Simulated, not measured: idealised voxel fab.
The following is a process module called voxel ribs on slabs.
Each square cell in cross-section cut measures 5 nm, and the section as a whole is 140 nm wide.
Heads up, the way a cross-section reads in here is a grid of square cells, handed over as bands from the top down, with every band being one or more rows of cells.
Quick guide to a band line: top height, bottom height (nm) up front; then every material left to right with its width in nm. Only one material and it's marked "everywhere"? Then it fills the band edge to edge. And "blank" just means empty space.
Zero point of the height axis is 0; under it, received wafer = one material. Lowest band: continues down indefinitely, "0 down".
Think of "30..40" as a width that walks from the first number to the second as you go down the band, top row to bottom row, taking equal-sized steps from row to row.
When a step is marked "no change", none of the cells in the cross-section changed during that step.
Enclosed voids (no open way to top), threshold 8 cells or more, entry "Internal closed voids", notation width x height at distance, distance from left edge, nm.
Heads up: the bit after the settings on a step's line is the simulator's remark on that step.
overlay nm: mask offset rightward from planned place, masked step; negative means leftward offset.
Below is the list of planned process steps
1: RECEIVE: material Si
2: DIRECTIONAL_DEP: material SiO2, thk nm 20
3: DIRECTIONAL_DEP: material SiN, thk nm 20
4: PATTERN: tone cover, mask id RIB, material resist, width nm 25, thk nm 15, overlay nm 0
5: DIRECTIONAL_ETCH: etch materials SiN, depth nm 15
6: STRIP: etch materials resist
7: MASKED_ETCH: tone cover, mask id SLAB, width nm 55, etch materials SiN, depth nm 5, overlay nm 0
8: FILL_DEP: material SiO2, thk nm 15
9: CMP: height nm 50
10: DIRECTIONAL_DEP: material TiN, thk nm 5
11: DIRECTIONAL_DEP: material aC, thk nm 15
12: PATTERN: tone cover, mask id HEATER, material resist, width nm 35, thk nm 35, overlay nm 0
13: DIRECTIONAL_ETCH: etch materials aC, depth nm 15
14: STRIP: etch materials resist
15: DIRECTIONAL_ETCH: etch materials TiN, depth nm 5
16: STRIP: etch materials aC
17: CONFORMAL_DEP: material SiN, thk nm 10
Cross-section of the incoming wafer, state after step 1
	0 down  Si everywhere
	Internal closed voids: none
The first of the two wafers as seen in cross-section once the module was finished; processing followed the plan
	65 to 60  blank 40; SiN 55; blank 45
	60 to 55  SiN everywhere
	55 to 50  SiN 50; TiN 35; SiN 55
	50 to 40  SiO2 everywhere
	40 to 25  SiO2 55; SiN 25; SiO2 60
	25 to 20  SiO2 40; SiN 55; SiO2 45
	20 to 0  SiO2 everywhere
	0 down  Si everywhere
	Internal closed voids: none
Module end: cross-section of wafer two of two. Same start and process plan as the first wafer. One mistake during execution
	65 to 60  blank 40; SiN 55; blank 45
	60 to 55  SiN everywhere
	55 to 50  SiN 50; TiN 35; SiN 55
	50 to 35  SiO2 everywhere
	35 to 25  SiO2 55; SiN 25; SiO2 60
	25 to 20  SiN 40; SiO2 15; SiN 25; SiO2 15; SiN 45
	20 to 0  SiO2 everywhere
	0 down  Si everywhere
	Internal closed voids: none
Where did the run depart from the plan? step 7: run off-plan, actual operation and settings MASKED_ETCH: tone open, mask id SLAB, width nm 55, etch materials SiN, depth nm 5, overlay nm 0
Final cells, second wafer relative to first, materials higher or lower: 6 more of SiN; 6 fewer of SiO2
